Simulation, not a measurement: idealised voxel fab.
process module | voxel ribs on slabs
cross-section cut | 160 nm wide | cells 5 nm
A cross-section is a grid of square cells, given in bands from the top down. A band is one or more rows of cells.
Each band's line starts with the height of the band's top and of its bottom, in nm. Then come its materials from left to right, each with its width in nm. One material with "throughout" fills the band from edge to edge. "air" is empty space.
Height 0 is the level under which the wafer as received is all one material. The lowest band goes on downwards, as in "0 down".
A width such as "30 to 40" changes by the same amount from each row of cells to the next, from the band's top row to its bottom row.
"no change" after a step means that no cell of the cross-section changed.
closed voids: empty space of 8 cells or more with no open way to the top, each as width x height at its distance from the left edge, in nm
after a step's settings: what the simulator itself notes on the step
overlay nm, on a step with a mask: how far to the right of its planned place the mask lay; to the left if negative
plan
1 op RECEIVE | material Si
2 op DIRECTIONAL_DEP | material SiO2 | thk nm 20
3 op DIRECTIONAL_DEP | material polySi | thk nm 20
4 op MASKED_ETCH | tone cover | mask id RIB | width nm 30 | etch materials polySi | depth nm 5 | overlay nm 0
5 op PATTERN | tone cover | mask id SLAB | material resist | width nm 80 | thk nm 20 | overlay nm 0
6 op DIRECTIONAL_ETCH | etch materials polySi | depth nm 15
7 op STRIP | etch materials resist
8 op FILL_DEP | material SiO2 | thk nm 20
9 op CMP | height nm 55
10 op DIRECTIONAL_DEP | material W | thk nm 10
11 op MASKED_ETCH | tone cover | mask id HEATER | width nm 40 | etch materials W | depth nm 10 | overlay nm -15
12 op CONFORMAL_DEP | material SiN | thk nm 5
varied across the wafers: overlay nm of step 11. The plan shows the first wafer's value. All wafers start alike
first wafer as received, after step 1
  0 down: Si throughout
  closed voids: none
first wafer at the end, after step 12
  70 to 65: air 40 | SiN 50 | air 70
  65 to 60: air 40 | SiN 5 | W 40 | SiN 5 | air 70
  60 to 55: SiN 45 | W 40 | SiN 75
  55 to 40: SiO2 throughout
  40 to 35: SiO2 65 | polySi 30 | SiO2 65
  35 to 20: SiO2 40 | polySi 80 | SiO2 40
  20 to 0: SiO2 throughout
  0 down: Si throughout
  closed voids: none
last wafer at the end
  70 to 65: air 70 | SiN 50 | air 40
  65 to 60: air 70 | SiN 5 | W 40 | SiN 5 | air 40
  60 to 55: SiN 75 | W 40 | SiN 45
  55 to 40: SiO2 throughout
  40 to 35: SiO2 65 | polySi 30 | SiO2 65
  35 to 20: SiO2 40 | polySi 80 | SiO2 40
  20 to 0: SiO2 throughout
  0 down: Si throughout
  closed voids: none
each wafer at the end: cells of each material gained (+) or lost (-) since it was received, then its closed voids
overlay nm -15 | +36 SiN | +298 SiO2 | +16 W | +54 polySi | closed voids: none
overlay nm -10 | +36 SiN | +298 SiO2 | +16 W | +54 polySi | closed voids: none
overlay nm -5 | +36 SiN | +298 SiO2 | +16 W | +54 polySi | closed voids: none
overlay nm 0 | +36 SiN | +298 SiO2 | +16 W | +54 polySi | closed voids: none
overlay nm 5 | +36 SiN | +298 SiO2 | +16 W | +54 polySi | closed voids: none
overlay nm 10 | +36 SiN | +298 SiO2 | +16 W | +54 polySi | closed voids: none
overlay nm 15 | +36 SiN | +298 SiO2 | +16 W | +54 polySi | closed voids: none
